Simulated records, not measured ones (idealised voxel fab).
Title: Process Module voxel tone inversion
Square cells of 5 nm make up the cross-section cut, whose width is 210 nm.
A cross-section is written here as square cells arranged in a grid, and it is given in bands from the top down, each band taking up one or more rows of cells.
Per band: top height and bottom height in nm, followed by the left-to-right materials and their widths in nm; "all across" marks a single material spanning edge to edge, "blank" marks empty space.
Beneath 0, the wafer as received is one material, and that level is where height counting begins. The lowest band goes on downward without a bottom; it is written like "0 nm and below".
It should be noted that a width expressed as "30 to 40" varies in equal increments from row to row of cells within the band, taking the value of the first number at the top row and that of the second number at the bottom row.
"changes: none", as given for a step, is the statement that not any cell of the cross-section underwent a change during that step.
The label "Voids, enclosed" introduces a list of the empty spaces, 8 cells or larger, that have no open way up to the top; each entry in it reads width x height at distance, where the distance is taken from the left edge and all three are stated in nm.
What comes after the settings on a step's line is commentary from the simulator itself on that step.
"overlay nm", when on a step's line for a step with a mask, measures how far to the right of its planned place the mask lay; a negative measure means to the left.
Process steps foreseen in the plan
step 1: RECEIVE, material Si
step 2: CONFORMAL_DEP, material SiN, thk nm 5
step 3: DIRECTIONAL_DEP, material polySi, thk nm 20
step 4: PATTERN, tone cover, mask id POSTS, material resist, width nm 20, pitch nm 45, thk nm 30, overlay nm -15
step 5: DIRECTIONAL_ETCH, etch materials polySi, depth nm 20
step 6: STRIP, etch materials resist
step 7: FILL_DEP, material SiO2, thk nm 5
step 8: CMP, height nm 25
step 9: STRIP, etch materials polySi
step 10: CONFORMAL_DEP, material TiN, thk nm 5
step 11: FILL_DEP, material Cu, thk nm 10
step 12: CMP, height nm 25
step 13: CONFORMAL_DEP, material SiN, thk nm 5
Among the wafers covered here, the point of difference is the overlay nm at step 4; their starting state is shared, and the plan presents the value of the first wafer.
After step 1, as received: first of several wafers, cross-section
  0 nm and below: Si all across
  Voids, enclosed: none
End of the module, past its last step, step 13: how the first of several wafers looks in cross-section
  30 nm to 25 nm: SiN all across
  25 nm to 10 nm: SiO2: 35, then TiN: 5, then Cu: 10, then TiN: 5, then SiO2: 25, then TiN: 5, then Cu: 10, then TiN: 5, then SiO2: 25, then TiN: 5, then Cu: 10, then TiN: 5, then SiO2: 65
  10 nm to 5 nm: SiO2: 35, then TiN: 20, then SiO2: 25, then TiN: 20, then SiO2: 25, then TiN: 20, then SiO2: 65
  5 nm to 0 nm: SiN all across
  0 nm and below: Si all across
  Voids, enclosed: none
Here's the last wafer cross-sectioned at the end of the module
  30 nm to 25 nm: SiN all across
  25 nm to 10 nm: SiO2: 65, then TiN: 5, then Cu: 10, then TiN: 5, then SiO2: 25, then TiN: 5, then Cu: 10, then TiN: 5, then SiO2: 25, then TiN: 5, then Cu: 10, then TiN: 5, then SiO2: 35
  10 nm to 5 nm: SiO2: 65, then TiN: 20, then SiO2: 25, then TiN: 20, then SiO2: 25, then TiN: 20, then SiO2: 35
  5 nm to 0 nm: SiN all across
  0 nm and below: Si all across
  Voids, enclosed: none
Note: the following table is arranged by wafer, a row apiece. Each row reports the end-of-module state: per material, cells gained (+) or cells lost (-) compared with the wafer as received; closed voids follow
overlay nm -15 | +18 Cu | +84 SiN | +120 SiO2 | +30 TiN | Voids, enclosed: none
overlay nm -10 | +18 Cu | +84 SiN | +120 SiO2 | +30 TiN | Voids, enclosed: none
overlay nm -5 | +18 Cu | +84 SiN | +120 SiO2 | +30 TiN | Voids, enclosed: none
overlay nm 0 | +18 Cu | +84 SiN | +120 SiO2 | +30 TiN | Voids, enclosed: none
overlay nm 5 | +18 Cu | +84 SiN | +120 SiO2 | +30 TiN | Voids, enclosed: none
overlay nm 10 | +18 Cu | +84 SiN | +120 SiO2 | +30 TiN | Voids, enclosed: none
overlay nm 15 | +18 Cu | +84 SiN | +120 SiO2 | +30 TiN | Voids, enclosed: none
